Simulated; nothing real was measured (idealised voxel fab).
The name of this process module is voxel self aligned vias.
The cross-section on display is named cut; it measures 295 nm wide, and its cells are 5 nm squares.
Cross-section spec: square-cell grid; bands listed top down; each band is one or more rows. The band entry comprises the height of the band's top followed by the height of its bottom, expressed in nm, and subsequently the band's materials from left to right, each stated together with its width in nm. Where a single material is marked with the word "everywhere", that material fills the band from edge to edge. The word "empty" represents empty space. The level at which height equals 0 is the one under which the wafer, as it arrives, is entirely one material. No lower edge exists for the bottom band, which continues downward and is notated as in "z 0 and below". Read "30 to 40" as a graded width: first number on top, second number at the bottom, same change between each pair of neighbouring rows. Any step labelled "left unchanged" changed none of the cells in the cross-section. closed voids: empty space of 8 cells or more with no open way to the top, each as width x height at its distance from the left edge, in nm. Text after the settings on a step's line: the simulator's own remark on that step. A step line may carry the setting "overlay nm", which, for steps involving a mask, states the distance by which the mask lay to the right of its intended position; negative values denote displacement to the left.

### Set out below are the planned steps of the process
1) RECEIVE [material Si]
2) CONFORMAL_DEP [material SiO2] [thk nm 10]
3) CONFORMAL_DEP [material SiCN] [thk nm 5]
4) DIRECTIONAL_DEP [material SiO2] [thk nm 25]
5) DIRECTIONAL_DEP [material aC] [thk nm 15]
6) PATTERN [tone open] [mask id LINES] [material resist] [width nm 30] [pitch nm 65] [thk nm 30] [overlay nm 0]
7) DIRECTIONAL_ETCH [etch materials aC] [depth nm 15]
8) STRIP [etch materials resist]
9) DIRECTIONAL_ETCH [etch materials SiO2] [depth nm 25]
10) STRIP [etch materials aC]
11) CONFORMAL_DEP [material TiN] [thk nm 5]
12) FILL_DEP [material W] [thk nm 5]
13) CMP [height nm 40]
14) SELECTIVE_ETCH [etch materials W Ru TiN] [depth nm 5]
15) FILL_DEP [material SiN] [thk nm 5]
16) CMP [height nm 40]
17) DIRECTIONAL_DEP [material SiO2] [thk nm 15]
18) DIRECTIONAL_DEP [material aC] [thk nm 15]
19) PATTERN [tone open] [mask id VIAS] [material resist] [width nm 40] [thk nm 35] [overlay nm 0]
20) DIRECTIONAL_ETCH [etch materials aC] [depth nm 15]
21) STRIP [etch materials resist]
22) DIRECTIONAL_ETCH [etch materials SiO2] [depth nm 15]
23) DIRECTIONAL_ETCH [etch materials SiN] [depth nm 5]
24) STRIP [etch materials aC]
25) CONFORMAL_DEP [material TiN] [thk nm 5]
26) FILL_DEP [material W] [thk nm 5]
27) CMP [height nm 55]
28) CONFORMAL_DEP [material SiN] [thk nm 5]

### First of the two wafers, run per plan

### Cross-section: wafer on arrival = after step 1
    z 0 and below = Si everywhere
    closed voids: none

### Cross-section of the wafer subsequent to step 2
    z 10 to 0 = SiO2 everywhere
    At heights below 0, the structure remains unaltered.

### Cross-section of the wafer subsequent to step 3
    z 15 to 10 = SiCN everywhere
    At heights below 10, the structure remains unaltered.

### Cross-section of the wafer subsequent to step 4
    z 40 to 15 = SiO2 everywhere
    At heights below 15, the structure remains unaltered.

### Cross-section of the wafer subsequent to step 5
    z 55 to 40 = aC everywhere
    At heights below 40, the structure remains unaltered.

### Cross-section of the wafer subsequent to step 6
    z 85 to 55 = 100 resist, 30 empty, 35 resist, 30 empty, 100 resist
    At heights below 55, the structure remains unaltered.

### Cross-section of the wafer subsequent to step 7
    z 70 to 55 = 100 resist, 30 empty, 35 resist, 30 empty, 100 resist
    z 55 to 40 = 100 aC, 30 empty, 35 aC, 30 empty, 100 aC
    At heights below 40, the structure remains unaltered.

### Cross-section of the wafer subsequent to step 8
    z 55 to 40 = 100 aC, 30 empty, 35 aC, 30 empty, 100 aC
    At heights below 40, the structure remains unaltered.

### Cross-section of the wafer subsequent to step 9
    z 55 to 40 = 100 aC, 30 empty, 35 aC, 30 empty, 100 aC
    z 40 to 15 = 100 SiO2, 30 empty, 35 SiO2, 30 empty, 100 SiO2
    At heights below 15, the structure remains unaltered.

### Cross-section of the wafer subsequent to step 10
    z 40 to 15 = 100 SiO2, 30 empty, 35 SiO2, 30 empty, 100 SiO2
    At heights below 15, the structure remains unaltered.

### Cross-section of the wafer subsequent to step 11
    z 45 to 40 = 105 TiN, 20 empty, 45 TiN, 20 empty, 105 TiN
    z 40 to 20 = 100 SiO2, 5 TiN, 20 empty, 5 TiN, 35 SiO2, 5 TiN, 20 empty, 5 TiN, 100 SiO2
    z 20 to 15 = 100 SiO2, 30 TiN, 35 SiO2, 30 TiN, 100 SiO2
    At heights below 15, the structure remains unaltered.

### Cross-section of the wafer subsequent to step 12
    z 50 to 45 = W everywhere
    z 45 to 40 = 105 TiN, 20 W, 45 TiN, 20 W, 105 TiN
    z 40 to 20 = 100 SiO2, 5 TiN, 20 W, 5 TiN, 35 SiO2, 5 TiN, 20 W, 5 TiN, 100 SiO2
    At heights below 20, the structure remains unaltered.

### Cross-section of the wafer subsequent to step 13
    z 40 to 20 = 100 SiO2, 5 TiN, 20 W, 5 TiN, 35 SiO2, 5 TiN, 20 W, 5 TiN, 100 SiO2
    At heights below 20, the structure remains unaltered.

### Cross-section of the wafer subsequent to step 14
    z 40 to 35 = 100 SiO2, 30 empty, 35 SiO2, 30 empty, 100 SiO2
    At heights below 35, the structure remains unaltered.

### Cross-section of the wafer subsequent to step 15
    z 45 to 40 = SiN everywhere
    z 40 to 35 = 100 SiO2, 30 SiN, 35 SiO2, 30 SiN, 100 SiO2
    At heights below 35, the structure remains unaltered.

### Cross-section of the wafer subsequent to step 16
    z 40 to 35 = 100 SiO2, 30 SiN, 35 SiO2, 30 SiN, 100 SiO2
    At heights below 35, the structure remains unaltered.

### Cross-section of the wafer subsequent to step 17
    z 55 to 40 = SiO2 everywhere
    At heights below 40, the structure remains unaltered.

### Cross-section of the wafer subsequent to step 18
    z 70 to 55 = aC everywhere
    At heights below 55, the structure remains unaltered.

### Cross-section of the wafer subsequent to step 19
    z 105 to 70 = 95 resist, 40 empty, 160 resist
    At heights below 70, the structure remains unaltered.

### Cross-section of the wafer subsequent to step 20
    z 90 to 70 = 95 resist, 40 empty, 160 resist
    z 70 to 55 = 95 aC, 40 empty, 160 aC
    At heights below 55, the structure remains unaltered.

### Cross-section of the wafer subsequent to step 21
    z 70 to 55 = 95 aC, 40 empty, 160 aC
    At heights below 55, the structure remains unaltered.

### Cross-section of the wafer subsequent to step 22
    z 70 to 55 = 95 aC, 40 empty, 160 aC
    z 55 to 40 = 95 SiO2, 40 empty, 160 SiO2
    At heights below 40, the structure remains unaltered.

### Cross-section of the wafer subsequent to step 23
    z 70 to 55 = 95 aC, 40 empty, 160 aC
    z 55 to 40 = 95 SiO2, 40 empty, 160 SiO2
    z 40 to 35 = 100 SiO2, 30 empty, 35 SiO2, 30 SiN, 100 SiO2
    At heights below 35, the structure remains unaltered.

### Cross-section of the wafer subsequent to step 24
    z 55 to 40 = 95 SiO2, 40 empty, 160 SiO2
    At heights below 40, the structure remains unaltered.

### Cross-section of the wafer subsequent to step 25
    z 60 to 55 = 100 TiN, 30 empty, 165 TiN
    z 55 to 45 = 95 SiO2, 5 TiN, 30 empty, 5 TiN, 160 SiO2
    z 45 to 40 = 95 SiO2, 10 TiN, 20 empty, 10 TiN, 160 SiO2
    z 40 to 35 = 100 SiO2, 30 TiN, 35 SiO2, 30 SiN, 100 SiO2
    At heights below 35, the structure remains unaltered.

### Cross-section of the wafer subsequent to step 26
    z 65 to 60 = W everywhere
    z 60 to 55 = 100 TiN, 30 W, 165 TiN
    z 55 to 45 = 95 SiO2, 5 TiN, 30 W, 5 TiN, 160 SiO2
    z 45 to 40 = 95 SiO2, 10 TiN, 20 W, 10 TiN, 160 SiO2
    At heights below 40, the structure remains unaltered.

### Cross-section of the wafer subsequent to step 27
    z 55 to 45 = 95 SiO2, 5 TiN, 30 W, 5 TiN, 160 SiO2
    At heights below 45, the structure remains unaltered.

### Cross-section of the wafer subsequent to step 28
    z 60 to 55 = SiN everywhere
    At heights below 55, the structure remains unaltered.

### Notes, second wafer: start = first wafer's, plan = first wafer's, execution had one mistake; history identical to first through step 1

Cross-section of the second wafer corresponding to the planned conclusion of step 2: left unchanged

### Cross-section of the second wafer corresponding to the planned conclusion of step 3
    z 5 to 0 = SiCN everywhere
    At heights below 0, the structure remains unaltered.

### Cross-section of the second wafer corresponding to the planned conclusion of step 4
    z 30 to 5 = SiO2 everywhere
    At heights below 5, the structure remains unaltered.

### Cross-section of the second wafer corresponding to the planned conclusion of step 5
    z 45 to 30 = aC everywhere
    At heights below 30, the structure remains unaltered.

### Cross-section of the second wafer corresponding to the planned conclusion of step 6
    z 75 to 45 = 100 resist, 30 empty, 35 resist, 30 empty, 100 resist
    At heights below 45, the structure remains unaltered.

### Cross-section of the second wafer corresponding to the planned conclusion of step 7
    z 60 to 45 = 100 resist, 30 empty, 35 resist, 30 empty, 100 resist
    z 45 to 30 = 100 aC, 30 empty, 35 aC, 30 empty, 100 aC
    At heights below 30, the structure remains unaltered.

### Cross-section of the second wafer corresponding to the planned conclusion of step 8
    z 45 to 30 = 100 aC, 30 empty, 35 aC, 30 empty, 100 aC
    At heights below 30, the structure remains unaltered.

### Cross-section of the second wafer corresponding to the planned conclusion of step 9
    z 45 to 30 = 100 aC, 30 empty, 35 aC, 30 empty, 100 aC
    z 30 to 5 = 100 SiO2, 30 empty, 35 SiO2, 30 empty, 100 SiO2
    At heights below 5, the structure remains unaltered.

### Cross-section of the second wafer corresponding to the planned conclusion of step 10
    z 30 to 5 = 100 SiO2, 30 empty, 35 SiO2, 30 empty, 100 SiO2
    At heights below 5, the structure remains unaltered.

### Cross-section of the second wafer corresponding to the planned conclusion of step 11
    z 35 to 30 = 105 TiN, 20 empty, 45 TiN, 20 empty, 105 TiN
    z 30 to 10 = 100 SiO2, 5 TiN, 20 empty, 5 TiN, 35 SiO2, 5 TiN, 20 empty, 5 TiN, 100 SiO2
    z 10 to 5 = 100 SiO2, 30 TiN, 35 SiO2, 30 TiN, 100 SiO2
    At heights below 5, the structure remains unaltered.

### Cross-section of the second wafer corresponding to the planned conclusion of step 12
    z 40 to 35 = W everywhere
    z 35 to 30 = 105 TiN, 20 W, 45 TiN, 20 W, 105 TiN
    z 30 to 10 = 100 SiO2, 5 TiN, 20 W, 5 TiN, 35 SiO2, 5 TiN, 20 W, 5 TiN, 100 SiO2
    At heights below 10, the structure remains unaltered.

Cross-section of the second wafer corresponding to the planned conclusion of step 13: left unchanged

### Cross-section of the second wafer corresponding to the planned conclusion of step 14
    z 35 to 30 = 105 TiN, 20 W, 45 TiN, 20 W, 105 TiN
    At heights below 30, the structure remains unaltered.

### Cross-section of the second wafer corresponding to the planned conclusion of step 15
    z 40 to 35 = SiN everywhere
    At heights below 35, the structure remains unaltered.

Cross-section of the second wafer corresponding to the planned conclusion of step 16: left unchanged

### Cross-section of the second wafer corresponding to the planned conclusion of step 17
    z 55 to 40 = SiO2 everywhere
    At heights below 40, the structure remains unaltered.

### Cross-section of the second wafer corresponding to the planned conclusion of step 18
    z 70 to 55 = aC everywhere
    At heights below 55, the structure remains unaltered.

### Cross-section of the second wafer corresponding to the planned conclusion of step 19
    z 105 to 70 = 95 resist, 40 empty, 160 resist
    At heights below 70, the structure remains unaltered.

### Cross-section of the second wafer corresponding to the planned conclusion of step 20
    z 90 to 70 = 95 resist, 40 empty, 160 resist
    z 70 to 55 = 95 aC, 40 empty, 160 aC
    At heights below 55, the structure remains unaltered.

### Cross-section of the second wafer corresponding to the planned conclusion of step 21
    z 70 to 55 = 95 aC, 40 empty, 160 aC
    At heights below 55, the structure remains unaltered.

### Cross-section of the second wafer corresponding to the planned conclusion of step 22
    z 70 to 55 = 95 aC, 40 empty, 160 aC
    z 55 to 40 = 95 SiO2, 40 empty, 160 SiO2
    At heights below 40, the structure remains unaltered.

### Cross-section of the second wafer corresponding to the planned conclusion of step 23
    z 70 to 55 = 95 aC, 40 empty, 160 aC
    z 55 to 40 = 95 SiO2, 40 empty, 160 SiO2
    z 40 to 35 = 95 SiN, 40 empty, 160 SiN
    At heights below 35, the structure remains unaltered.

### Cross-section of the second wafer corresponding to the planned conclusion of step 24
    z 55 to 40 = 95 SiO2, 40 empty, 160 SiO2
    At heights below 40, the structure remains unaltered.

### Cross-section of the second wafer corresponding to the planned conclusion of step 25
    z 60 to 55 = 100 TiN, 30 empty, 165 TiN
    z 55 to 40 = 95 SiO2, 5 TiN, 30 empty, 5 TiN, 160 SiO2
    z 40 to 35 = 95 SiN, 40 TiN, 160 SiN
    At heights below 35, the structure remains unaltered.

### Cross-section of the second wafer corresponding to the planned conclusion of step 26
    z 65 to 60 = W everywhere
    z 60 to 55 = 100 TiN, 30 W, 165 TiN
    z 55 to 40 = 95 SiO2, 5 TiN, 30 W, 5 TiN, 160 SiO2
    At heights below 40, the structure remains unaltered.

### Cross-section of the second wafer corresponding to the planned conclusion of step 27
    z 55 to 40 = 95 SiO2, 5 TiN, 30 W, 5 TiN, 160 SiO2
    At heights below 40, the structure remains unaltered.

### Cross-section of the second wafer corresponding to the planned conclusion of step 28
    z 60 to 55 = SiN everywhere
    At heights below 55, the structure remains unaltered.
Here's what went sideways: step 2 was left out
Cell-count delta at end, second wafer over first, by material: SiN +45 | SiO2 -118 | TiN +55 | W +18
